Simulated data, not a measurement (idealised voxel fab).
process module | voxel double patterning
cross-section cut | 295 nm wide | cells 5 nm
A cross-section is a grid of square cells, given in bands from the top down. A band is one or more rows of cells.
Each band's line starts with the height of the band's top and of its bottom, in nm. Then come its materials from left to right, each with its width in nm. One material with "throughout" fills the band from edge to edge. "air" is empty space.
Height 0 is the level under which the wafer as received is all one material. The lowest band goes on downwards, as in "0 down".
A width such as "30 to 40" changes by the same amount from each row of cells to the next, from the band's top row to its bottom row.
"no change" after a step means that no cell of the cross-section changed.
closed voids: empty space of 8 cells or more with no open way to the top, each as width x height at its distance from the left edge, in nm
after a step's settings: what the simulator itself notes on the step
overlay nm, on a step with a mask: how far to the right of its planned place the mask lay; to the left if negative
plan
1 op RECEIVE | material Si
2 op CONFORMAL_DEP | material SiO2 | thk nm 5
3 op DIRECTIONAL_DEP | material W | thk nm 10
4 op DIRECTIONAL_DEP | material SiCN | thk nm 10
5 op DIRECTIONAL_DEP | material aC | thk nm 15
6 op PATTERN | tone open | mask id FIRST | material resist | width nm 15 | pitch nm 50 | thk nm 35 | overlay nm 0
7 op DIRECTIONAL_ETCH | etch materials aC | depth nm 15
8 op STRIP | etch materials resist
9 op DIRECTIONAL_ETCH | etch materials SiCN | depth nm 10
10 op STRIP | etch materials aC
11 op MASKED_ETCH | tone open | mask id SECOND | width nm 15 | etch materials SiCN | depth nm 10 | overlay nm 0
12 op DIRECTIONAL_ETCH | etch materials W | depth nm 10
13 op STRIP | etch materials SiCN
as received, after step 1
  0 down: Si throughout
  closed voids: none
a wafer at the end: this start, this plan, one mistake
  15 to 10: SiO2 throughout
  10 to 0: W throughout
  0 down: Si throughout
  closed voids: none
what went wrong: steps 2 and 3 were swapped
